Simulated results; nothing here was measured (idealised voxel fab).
Process module under the name voxel released beams
FYI the section here is cut, 200 nm wide, cells are 5 nm squares.
Just so we're on the same page, the cross-sections are grids of square cells, and they're listed out in bands top to bottom, each band one or more rows deep.
First you get the band's top height and its bottom height, in nm, and then the materials it's made of, left to right, with each width in nm. If you see a single material with "full width", that one covers the band edge to edge. "blank" is empty space.
The reference from which all heights are counted is 0, the level beneath which the as-received wafer is entirely one material; the lowest band, having no lower bound, proceeds downward and is written after the example "z 0 and below".
Top row gets the first number, bottom row gets the second, and each row in between changes by the same step: that is how a band width like "30 to 40" works.
No cell of the cross-section changed in a step that is given as "nothing altered".
Reported under the label "Enclosed internal cavities" are the empty spaces having no open way to the top and comprising 8 cells or more; the notation for each is width x height at distance, in which the distance is measured from the left edge and all three values are in nm.
Where a step's line continues beyond its settings, the continuation is a remark by the simulator itself on that step.
You can add "overlay nm" to a step's line. For a step with a mask, it describes how far the mask lay to the right of its planned position, and a negative number describes a lay to the left.

The process steps that were planned are listed below
1 RECEIVE (material Si)
2 CONFORMAL_DEP (material Al2O3; thk nm 10)
3 DIRECTIONAL_DEP (material SiO2; thk nm 20)
4 PATTERN (tone open; mask id ANCHOR; material resist; width nm 25; thk nm 20; overlay nm 0)
5 DIRECTIONAL_ETCH (etch materials SiO2; depth nm 20)
6 STRIP (etch materials resist)
7 CONFORMAL_DEP (material W; thk nm 10)
8 MASKED_ETCH (tone cover; mask id BEAM; width nm 90; etch materials W; depth nm 10; overlay nm 0)
9 STRIP (etch materials SiO2)

Wafer as received: cross-section following step 1
* z 0 and below: Si full width
* Enclosed internal cavities: none

Look at the cross-section after the module: the wafer started out the way shown above and the plan was the one shown above, yet one mistake was made along the way
* z 40 to 30: blank 50 nm; W 20 nm; blank 5 nm; W 65 nm; blank 60 nm
* z 30 to 20: blank 60 nm; W 10 nm; blank 5 nm; W 10 nm; blank 115 nm
* z 20 to 10: blank 60 nm; W 25 nm; blank 115 nm
* z 10 to 0: Al2O3 full width
* z 0 and below: Si full width
* Enclosed internal cavities: none
Misprocessing identified: step 4 changed vs plan, executed as PATTERN (tone open; mask id ANCHOR; material resist; width nm 25; thk nm 20; overlay nm 5)
